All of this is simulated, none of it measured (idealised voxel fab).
process module | voxel wiring stack
cross-section cut | 220 nm wide | cells 5 nm
A cross-section is a grid of square cells, given in bands from the top down. A band is one or more rows of cells.
Each band's line starts with the height of the band's top and of its bottom, in nm. Then come its materials from left to right, each with its width in nm. One material with "throughout" fills the band from edge to edge. "air" is empty space.
Height 0 is the level under which the wafer as received is all one material. The lowest band goes on downwards, as in "0 down".
A width such as "30 to 40" changes by the same amount from each row of cells to the next, from the band's top row to its bottom row.
"no change" after a step means that no cell of the cross-section changed.
closed voids: empty space of 8 cells or more with no open way to the top, each as width x height at its distance from the left edge, in nm
after a step's settings: what the simulator itself notes on the step
overlay nm, on a step with a mask: how far to the right of its planned place the mask lay; to the left if negative
plan
1 op RECEIVE | material Si
2 op CONFORMAL_DEP | material SiO2 | thk nm 15
3 op DIRECTIONAL_DEP | material TiN | thk nm 5
4 op DIRECTIONAL_DEP | material W | thk nm 15
5 op DIRECTIONAL_DEP | material aC | thk nm 10
6 op PATTERN | tone cover | mask id METAL_1 | material resist | width nm 20 | pitch nm 50 | thk nm 25 | overlay nm 0
7 op DIRECTIONAL_ETCH | etch materials aC | depth nm 10
8 op STRIP | etch materials resist
9 op DIRECTIONAL_ETCH | etch materials W | depth nm 15
10 op DIRECTIONAL_ETCH | etch materials TiN | depth nm 5
11 op STRIP | etch materials aC
12 op CONFORMAL_DEP | material SiN | thk nm 5
13 op FILL_DEP | material SiO2 | thk nm 10
14 op CMP | height nm 35
15 op CONFORMAL_DEP | material SiCN | thk nm 5
16 op DIRECTIONAL_DEP | material lowk | thk nm 10
17 op DIRECTIONAL_DEP | material aC | thk nm 15
18 op PATTERN | tone open | mask id PLUG_1 | material resist | width nm 15 | pitch nm 50 | thk nm 30 | overlay nm 0
19 op DIRECTIONAL_ETCH | etch materials aC | depth nm 15
20 op STRIP | etch materials resist
21 op DIRECTIONAL_ETCH | etch materials lowk | depth nm 10
22 op DIRECTIONAL_ETCH | etch materials SiCN | depth nm 5
23 op STRIP | etch materials aC
24 op EPI | material Ru | thk nm 10
25 op EPI | material Ru | thk nm 5
26 op CONFORMAL_DEP | material SiCN | thk nm 5
27 op DIRECTIONAL_DEP | material SiO2 | thk nm 25
28 op MASKED_ETCH | tone open | mask id METAL_2 | width nm 20 | pitch nm 50 | etch materials SiO2 | depth nm 25 | overlay nm 0
29 op MASKED_ETCH | tone open | mask id METAL_2 | width nm 20 | pitch nm 50 | etch materials SiCN | depth nm 5 | overlay nm 0
30 op CONFORMAL_DEP | material TiN | thk nm 5
31 op FILL_DEP | material W | thk nm 10
32 op CMP | height nm 80
33 op CONFORMAL_DEP | material SiCN | thk nm 5
34 op DIRECTIONAL_DEP | material SiO2 | thk nm 10
35 op DIRECTIONAL_DEP | material aC | thk nm 15
36 op PATTERN | tone open | mask id PLUG_2 | material resist | width nm 15 | pitch nm 50 | thk nm 30 | overlay nm 0
37 op DIRECTIONAL_ETCH | etch materials aC | depth nm 15
38 op STRIP | etch materials resist
39 op DIRECTIONAL_ETCH | etch materials SiO2 | depth nm 10
40 op DIRECTIONAL_ETCH | etch materials SiCN | depth nm 5
41 op STRIP | etch materials aC
42 op EPI | material Ru | thk nm 10
43 op EPI | material Ru | thk nm 5
44 op DIRECTIONAL_DEP | material TiN | thk nm 5
45 op DIRECTIONAL_DEP | material Ru | thk nm 20
46 op MASKED_ETCH | tone cover | mask id METAL_3 | width nm 20 | pitch nm 50 | etch materials Ru | depth nm 20 | overlay nm 0
47 op MASKED_ETCH | tone cover | mask id METAL_3 | width nm 20 | pitch nm 50 | etch materials TiN | depth nm 5 | overlay nm 0
48 op CONFORMAL_DEP | material SiCN | thk nm 5
49 op FILL_DEP | material SiO2 | thk nm 10
50 op CMP | height nm 120
51 op CONFORMAL_DEP | material SiN | thk nm 5
first wafer, as planned
as received, after step 1
  0 down: Si throughout
  closed voids: none
after step 2
  15 to 0: SiO2 throughout
  below 0: unchanged
after step 3
  20 to 15: TiN throughout
  below 15: unchanged
after step 4
  35 to 20: W throughout
  below 20: unchanged
after step 5
  45 to 35: aC throughout
  below 35: unchanged
after step 6
  70 to 45: air 75 | resist 20 | air 30 | resist 20 | air 75
  below 45: unchanged
after step 7
  60 to 45: air 75 | resist 20 | air 30 | resist 20 | air 75
  45 to 35: air 75 | aC 20 | air 30 | aC 20 | air 75
  below 35: unchanged
after step 8
  45 to 35: air 75 | aC 20 | air 30 | aC 20 | air 75
  below 35: unchanged
after step 9
  45 to 35: air 75 | aC 20 | air 30 | aC 20 | air 75
  35 to 20: air 75 | W 20 | air 30 | W 20 | air 75
  below 20: unchanged
after step 10
  45 to 35: air 75 | aC 20 | air 30 | aC 20 | air 75
  35 to 20: air 75 | W 20 | air 30 | W 20 | air 75
  20 to 15: air 75 | TiN 20 | air 30 | TiN 20 | air 75
  below 15: unchanged
after step 11
  35 to 20: air 75 | W 20 | air 30 | W 20 | air 75
  below 20: unchanged
after step 12
  40 to 35: air 70 | SiN 30 | air 20 | SiN 30 | air 70
  35 to 20: air 70 | SiN 5 | W 20 | SiN 5 | air 20 | SiN 5 | W 20 | SiN 5 | air 70
  20 to 15: SiN 75 | TiN 20 | SiN 30 | TiN 20 | SiN 75
  below 15: unchanged
after step 13
  50 to 40: SiO2 throughout
  40 to 35: SiO2 70 | SiN 30 | SiO2 20 | SiN 30 | SiO2 70
  35 to 20: SiO2 70 | SiN 5 | W 20 | SiN 5 | SiO2 20 | SiN 5 | W 20 | SiN 5 | SiO2 70
  below 20: unchanged
after step 14
  35 to 20: SiO2 70 | SiN 5 | W 20 | SiN 5 | SiO2 20 | SiN 5 | W 20 | SiN 5 | SiO2 70
  below 20: unchanged
after step 15
  40 to 35: SiCN throughout
  below 35: unchanged
after step 16
  50 to 40: lowk throughout
  below 40: unchanged
after step 17
  65 to 50: aC throughout
  below 50: unchanged
after step 18
  95 to 65: resist 75 | air 15 | resist 35 | air 15 | resist 80
  below 65: unchanged
after step 19
  80 to 65: resist 75 | air 15 | resist 35 | air 15 | resist 80
  65 to 50: aC 75 | air 15 | aC 35 | air 15 | aC 80
  below 50: unchanged
after step 20
  65 to 50: aC 75 | air 15 | aC 35 | air 15 | aC 80
  below 50: unchanged
after step 21
  65 to 50: aC 75 | air 15 | aC 35 | air 15 | aC 80
  50 to 40: lowk 75 | air 15 | lowk 35 | air 15 | lowk 80
  below 40: unchanged
after step 22
  65 to 50: aC 75 | air 15 | aC 35 | air 15 | aC 80
  50 to 40: lowk 75 | air 15 | lowk 35 | air 15 | lowk 80
  40 to 35: SiCN 75 | air 15 | SiCN 35 | air 15 | SiCN 80
  below 35: unchanged
after step 23
  50 to 40: lowk 75 | air 15 | lowk 35 | air 15 | lowk 80
  below 40: unchanged
after step 24
  50 to 45: lowk 75 | air 15 | lowk 35 | air 15 | lowk 80
  45 to 40: lowk 75 | Ru 15 | lowk 35 | Ru 15 | lowk 80
  40 to 35: SiCN 75 | Ru 15 | SiCN 35 | Ru 15 | SiCN 80
  below 35: unchanged
after step 25
  50 to 40: lowk 75 | Ru 15 | lowk 35 | Ru 15 | lowk 80
  below 40: unchanged
after step 26
  55 to 50: SiCN throughout
  below 50: unchanged
after step 27
  80 to 55: SiO2 throughout
  below 55: unchanged
after step 28
  80 to 55: SiO2 75 | air 20 | SiO2 30 | air 20 | SiO2 75
  below 55: unchanged
after step 29
  80 to 55: SiO2 75 | air 20 | SiO2 30 | air 20 | SiO2 75
  55 to 50: SiCN 75 | air 20 | SiCN 30 | air 20 | SiCN 75
  below 50: unchanged
after step 30
  85 to 80: TiN 80 | air 10 | TiN 40 | air 10 | TiN 80
  80 to 55: SiO2 75 | TiN 5 | air 10 | TiN 5 | SiO2 30 | TiN 5 | air 10 | TiN 5 | SiO2 75
  55 to 50: SiCN 75 | TiN 20 | SiCN 30 | TiN 20 | SiCN 75
  below 50: unchanged
after step 31
  95 to 85: W throughout
  85 to 80: TiN 80 | W 10 | TiN 40 | W 10 | TiN 80
  80 to 55: SiO2 75 | TiN 5 | W 10 | TiN 5 | SiO2 30 | TiN 5 | W 10 | TiN 5 | SiO2 75
  below 55: unchanged
after step 32
  80 to 55: SiO2 75 | TiN 5 | W 10 | TiN 5 | SiO2 30 | TiN 5 | W 10 | TiN 5 | SiO2 75
  below 55: unchanged
after step 33
  85 to 80: SiCN throughout
  below 80: unchanged
after step 34
  95 to 85: SiO2 throughout
  below 85: unchanged
after step 35
  110 to 95: aC throughout
  below 95: unchanged
after step 36
  140 to 110: resist 75 | air 15 | resist 35 | air 15 | resist 80
  below 110: unchanged
after step 37
  125 to 110: resist 75 | air 15 | resist 35 | air 15 | resist 80
  110 to 95: aC 75 | air 15 | aC 35 | air 15 | aC 80
  below 95: unchanged
after step 38
  110 to 95: aC 75 | air 15 | aC 35 | air 15 | aC 80
  below 95: unchanged
after step 39
  110 to 95: aC 75 | air 15 | aC 35 | air 15 | aC 80
  95 to 85: SiO2 75 | air 15 | SiO2 35 | air 15 | SiO2 80
  below 85: unchanged
after step 40
  110 to 95: aC 75 | air 15 | aC 35 | air 15 | aC 80
  95 to 85: SiO2 75 | air 15 | SiO2 35 | air 15 | SiO2 80
  85 to 80: SiCN 75 | air 15 | SiCN 35 | air 15 | SiCN 80
  below 80: unchanged
after step 41
  95 to 85: SiO2 75 | air 15 | SiO2 35 | air 15 | SiO2 80
  below 85: unchanged
after step 42
  95 to 90: SiO2 75 | air 15 | SiO2 35 | air 15 | SiO2 80
  90 to 85: SiO2 75 | Ru 15 | SiO2 35 | Ru 15 | SiO2 80
  85 to 80: SiCN 75 | Ru 15 | SiCN 35 | Ru 15 | SiCN 80
  below 80: unchanged
after step 43
  95 to 85: SiO2 75 | Ru 15 | SiO2 35 | Ru 15 | SiO2 80
  below 85: unchanged
after step 44
  100 to 95: TiN throughout
  below 95: unchanged
after step 45
  120 to 100: Ru throughout
  below 100: unchanged
after step 46
  120 to 100: air 75 | Ru 20 | air 30 | Ru 20 | air 75
  below 100: unchanged
after step 47
  120 to 100: air 75 | Ru 20 | air 30 | Ru 20 | air 75
  100 to 95: air 75 | TiN 20 | air 30 | TiN 20 | air 75
  below 95: unchanged
after step 48
  125 to 120: air 70 | SiCN 30 | air 20 | SiCN 30 | air 70
  120 to 100: air 70 | SiCN 5 | Ru 20 | SiCN 5 | air 20 | SiCN 5 | Ru 20 | SiCN 5 | air 70
  100 to 95: SiCN 75 | TiN 20 | SiCN 30 | TiN 20 | SiCN 75
  below 95: unchanged
after step 49
  135 to 125: SiO2 throughout
  125 to 120: SiO2 70 | SiCN 30 | SiO2 20 | SiCN 30 | SiO2 70
  120 to 100: SiO2 70 | SiCN 5 | Ru 20 | SiCN 5 | SiO2 20 | SiCN 5 | Ru 20 | SiCN 5 | SiO2 70
  below 100: unchanged
after step 50
  120 to 100: SiO2 70 | SiCN 5 | Ru 20 | SiCN 5 | SiO2 20 | SiCN 5 | Ru 20 | SiCN 5 | SiO2 70
  below 100: unchanged
after step 51
  125 to 120: SiN throughout
  below 120: unchanged
second wafer: like start, like plan, one mistake. Through step 17 it matches the first wafer
when step 18 should have ended
  95 to 65: resist 85 | air 15 | resist 35 | air 15 | resist 70
  below 65: unchanged
when step 19 should have ended
  80 to 65: resist 85 | air 15 | resist 35 | air 15 | resist 70
  65 to 50: aC 85 | air 15 | aC 35 | air 15 | aC 70
  below 50: unchanged
when step 20 should have ended
  65 to 50: aC 85 | air 15 | aC 35 | air 15 | aC 70
  below 50: unchanged
when step 21 should have ended
  65 to 50: aC 85 | air 15 | aC 35 | air 15 | aC 70
  50 to 40: lowk 85 | air 15 | lowk 35 | air 15 | lowk 70
  below 40: unchanged
when step 22 should have ended
  65 to 50: aC 85 | air 15 | aC 35 | air 15 | aC 70
  50 to 40: lowk 85 | air 15 | lowk 35 | air 15 | lowk 70
  40 to 35: SiCN 85 | air 15 | SiCN 35 | air 15 | SiCN 70
  below 35: unchanged
when step 23 should have ended
  50 to 40: lowk 85 | air 15 | lowk 35 | air 15 | lowk 70
  below 40: unchanged
when step 24 should have ended
  50 to 45: lowk 85 | air 15 | lowk 35 | air 15 | lowk 70
  45 to 40: lowk 85 | Ru 15 | lowk 35 | Ru 15 | lowk 70
  40 to 35: SiCN 85 | Ru 15 | SiCN 35 | Ru 15 | SiCN 70
  below 35: unchanged
when step 25 should have ended
  50 to 40: lowk 85 | Ru 15 | lowk 35 | Ru 15 | lowk 70
  below 40: unchanged
when step 26 should have ended
  55 to 50: SiCN throughout
  below 50: unchanged
when step 27 should have ended
  80 to 55: SiO2 throughout
  below 55: unchanged
when step 28 should have ended
  80 to 55: SiO2 75 | air 20 | SiO2 30 | air 20 | SiO2 75
  below 55: unchanged
when step 29 should have ended
  80 to 55: SiO2 75 | air 20 | SiO2 30 | air 20 | SiO2 75
  55 to 50: SiCN 75 | air 20 | SiCN 30 | air 20 | SiCN 75
  below 50: unchanged
when step 30 should have ended
  85 to 80: TiN 80 | air 10 | TiN 40 | air 10 | TiN 80
  80 to 55: SiO2 75 | TiN 5 | air 10 | TiN 5 | SiO2 30 | TiN 5 | air 10 | TiN 5 | SiO2 75
  55 to 50: SiCN 75 | TiN 20 | SiCN 30 | TiN 20 | SiCN 75
  below 50: unchanged
when step 31 should have ended
  95 to 85: W throughout
  85 to 80: TiN 80 | W 10 | TiN 40 | W 10 | TiN 80
  80 to 55: SiO2 75 | TiN 5 | W 10 | TiN 5 | SiO2 30 | TiN 5 | W 10 | TiN 5 | SiO2 75
  below 55: unchanged
when step 32 should have ended
  80 to 55: SiO2 75 | TiN 5 | W 10 | TiN 5 | SiO2 30 | TiN 5 | W 10 | TiN 5 | SiO2 75
  below 55: unchanged
when step 33 should have ended
  85 to 80: SiCN throughout
  below 80: unchanged
when step 34 should have ended
  95 to 85: SiO2 throughout
  below 85: unchanged
when step 35 should have ended
  110 to 95: aC throughout
  below 95: unchanged
when step 36 should have ended
  140 to 110: resist 75 | air 15 | resist 35 | air 15 | resist 80
  below 110: unchanged
when step 37 should have ended
  125 to 110: resist 75 | air 15 | resist 35 | air 15 | resist 80
  110 to 95: aC 75 | air 15 | aC 35 | air 15 | aC 80
  below 95: unchanged
when step 38 should have ended
  110 to 95: aC 75 | air 15 | aC 35 | air 15 | aC 80
  below 95: unchanged
when step 39 should have ended
  110 to 95: aC 75 | air 15 | aC 35 | air 15 | aC 80
  95 to 85: SiO2 75 | air 15 | SiO2 35 | air 15 | SiO2 80
  below 85: unchanged
when step 40 should have ended
  110 to 95: aC 75 | air 15 | aC 35 | air 15 | aC 80
  95 to 85: SiO2 75 | air 15 | SiO2 35 | air 15 | SiO2 80
  85 to 80: SiCN 75 | air 15 | SiCN 35 | air 15 | SiCN 80
  below 80: unchanged
when step 41 should have ended
  95 to 85: SiO2 75 | air 15 | SiO2 35 | air 15 | SiO2 80
  below 85: unchanged
when step 42 should have ended
  95 to 90: SiO2 75 | air 15 | SiO2 35 | air 15 | SiO2 80
  90 to 85: SiO2 75 | Ru 15 | SiO2 35 | Ru 15 | SiO2 80
  85 to 80: SiCN 75 | Ru 15 | SiCN 35 | Ru 15 | SiCN 80
  below 80: unchanged
when step 43 should have ended
  95 to 85: SiO2 75 | Ru 15 | SiO2 35 | Ru 15 | SiO2 80
  below 85: unchanged
when step 44 should have ended
  100 to 95: TiN throughout
  below 95: unchanged
when step 45 should have ended
  120 to 100: Ru throughout
  below 100: unchanged
when step 46 should have ended
  120 to 100: air 75 | Ru 20 | air 30 | Ru 20 | air 75
  below 100: unchanged
when step 47 should have ended
  120 to 100: air 75 | Ru 20 | air 30 | Ru 20 | air 75
  100 to 95: air 75 | TiN 20 | air 30 | TiN 20 | air 75
  below 95: unchanged
when step 48 should have ended
  125 to 120: air 70 | SiCN 30 | air 20 | SiCN 30 | air 70
  120 to 100: air 70 | SiCN 5 | Ru 20 | SiCN 5 | air 20 | SiCN 5 | Ru 20 | SiCN 5 | air 70
  100 to 95: SiCN 75 | TiN 20 | SiCN 30 | TiN 20 | SiCN 75
  below 95: unchanged
when step 49 should have ended
  135 to 125: SiO2 throughout
  125 to 120: SiO2 70 | SiCN 30 | SiO2 20 | SiCN 30 | SiO2 70
  120 to 100: SiO2 70 | SiCN 5 | Ru 20 | SiCN 5 | SiO2 20 | SiCN 5 | Ru 20 | SiCN 5 | SiO2 70
  below 100: unchanged
when step 50 should have ended
  120 to 100: SiO2 70 | SiCN 5 | Ru 20 | SiCN 5 | SiO2 20 | SiCN 5 | Ru 20 | SiCN 5 | SiO2 70
  below 100: unchanged
when step 51 should have ended
  125 to 120: SiN throughout
  below 120: unchanged
what went wrong: step 18 ran as: op PATTERN | tone open | mask id PLUG_1 | material resist | width nm 15 | pitch nm 50 | thk nm 30 | overlay nm 10
at the end the second wafer has, in cells: as many of each material as the first, in other places
